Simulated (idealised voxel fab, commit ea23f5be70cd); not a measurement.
process module | voxel wiring stack
cross-section cut | 170 nm wide | cells 5 nm
A cross-section is a grid of square cells, given in bands from the top down. A band is one or more rows of cells.
Each band's line starts with the height of the band's top and of its bottom, in nm. Then come its materials from left to right, each with its width in nm. One material with "throughout" fills the band from edge to edge. "air" is empty space.
Height 0 is the level under which the wafer as received is all one material. The lowest band goes on downwards, as in "0 down".
A width such as "30 to 40" changes by the same amount from each row of cells to the next, from the band's top row to its bottom row.
"no change" after a step means that no cell of the cross-section changed.
closed voids: empty space of 8 cells or more with no open way to the top, each as width x height at its distance from the left edge, in nm
after a step's settings: what the simulator itself notes on the step
overlay nm, on a step with a mask: how far to the right of its planned place the mask lay; to the left if negative
plan
1 op RECEIVE | material Si
2 op CONFORMAL_DEP | material SiO2 | thk nm 15
3 op DIRECTIONAL_DEP | material TiN | thk nm 5
4 op DIRECTIONAL_DEP | material Ru | thk nm 15
5 op PATTERN | tone cover | mask id METAL_1 | material resist | width nm 25 | pitch nm 40 | thk nm 15 | overlay nm 0
6 op DIRECTIONAL_ETCH | etch materials Ru | depth nm 15
7 op DIRECTIONAL_ETCH | etch materials TiN | depth nm 5
8 op STRIP | etch materials resist
9 op CONFORMAL_DEP | material SiCN | thk nm 5
10 op FILL_DEP | material lowk | thk nm 10
11 op CMP | height nm 35
12 op CONFORMAL_DEP | material SiCN | thk nm 5
13 op DIRECTIONAL_DEP | material lowk | thk nm 10
14 op PATTERN | tone open | mask id PLUG_1 | material resist | width nm 15 | thk nm 20 | overlay nm 0
15 op DIRECTIONAL_ETCH | etch materials lowk | depth nm 10
16 op DIRECTIONAL_ETCH | etch materials SiCN | depth nm 5
17 op STRIP | etch materials resist
18 op CONFORMAL_DEP | material TiN | thk nm 5
19 op FILL_DEP | material W | thk nm 10
20 op CMP | height nm 50
21 op DIRECTIONAL_DEP | material TiN | thk nm 5
22 op DIRECTIONAL_DEP | material Ru | thk nm 25
23 op DIRECTIONAL_DEP | material aC | thk nm 15
24 op PATTERN | tone cover | mask id METAL_2 | material resist | width nm 25 | pitch nm 40 | thk nm 30 | overlay nm 0
25 op DIRECTIONAL_ETCH | etch materials aC | depth nm 15
26 op STRIP | etch materials resist
27 op DIRECTIONAL_ETCH | etch materials Ru | depth nm 25
28 op DIRECTIONAL_ETCH | etch materials TiN | depth nm 5
29 op STRIP | etch materials aC
30 op FILL_DEP | material lowk | thk nm 5
31 op CMP | height nm 80
32 op CONFORMAL_DEP | material SiCN | thk nm 5
33 op DIRECTIONAL_DEP | material SiO2 | thk nm 25
34 op PATTERN | tone open | mask id METAL_3_HOLES | material resist | width nm 15 | thk nm 15 | overlay nm 0
35 op DIRECTIONAL_ETCH | etch materials SiO2 | depth nm 25
36 op STRIP | etch materials resist
37 op PATTERN | tone open | mask id METAL_3 | material resist | width nm 25 | pitch nm 40 | thk nm 15 | overlay nm 0
38 op DIRECTIONAL_ETCH | etch materials SiO2 | depth nm 15
39 op DIRECTIONAL_ETCH | etch materials SiCN | depth nm 5
40 op STRIP | etch materials resist
41 op CONFORMAL_DEP | material TiN | thk nm 5
42 op FILL_DEP | material Cu | thk nm 10
43 op CMP | height nm 110
44 op CONFORMAL_DEP | material SiN | thk nm 5
as received, after step 1
  0 down: Si throughout
  closed voids: none
a wafer at the end: this start, this plan, one mistake
  115 to 110: SiN throughout
  110 to 100: SiO2 50 | TiN 5 | Cu 15 | TiN 5 | SiO2 15 | TiN 5 | Cu 15 | TiN 5 | SiO2 55
  100 to 95: SiO2 50 | TiN 5 | Cu 5 | TiN 15 | SiO2 15 | TiN 25 | SiO2 55
  95 to 85: SiO2 50 | TiN 5 | Cu 5 | TiN 5 | SiO2 105
  85 to 80: SiCN 50 | TiN 15 | SiCN 105
  80 to 55: lowk 50 | Ru 25 | lowk 15 | Ru 25 | lowk 55
  55 to 50: lowk 50 | TiN 25 | lowk 15 | TiN 25 | lowk 55
  50 to 40: lowk 45 | TiN 5 | W 5 | TiN 5 | lowk 110
  40 to 35: SiCN 45 | TiN 15 | SiCN 110
  35 to 20: lowk 45 | SiCN 5 | Ru 25 | SiCN 5 | lowk 5 | SiCN 5 | Ru 25 | SiCN 5 | lowk 50
  20 to 15: SiCN 50 | TiN 25 | SiCN 15 | TiN 25 | SiCN 55
  15 to 0: SiO2 throughout
  0 down: Si throughout
  closed voids: none
what went wrong: step 14 ran as: op PATTERN | tone open | mask id PLUG_1 | material resist | width nm 15 | thk nm 20 | overlay nm -5
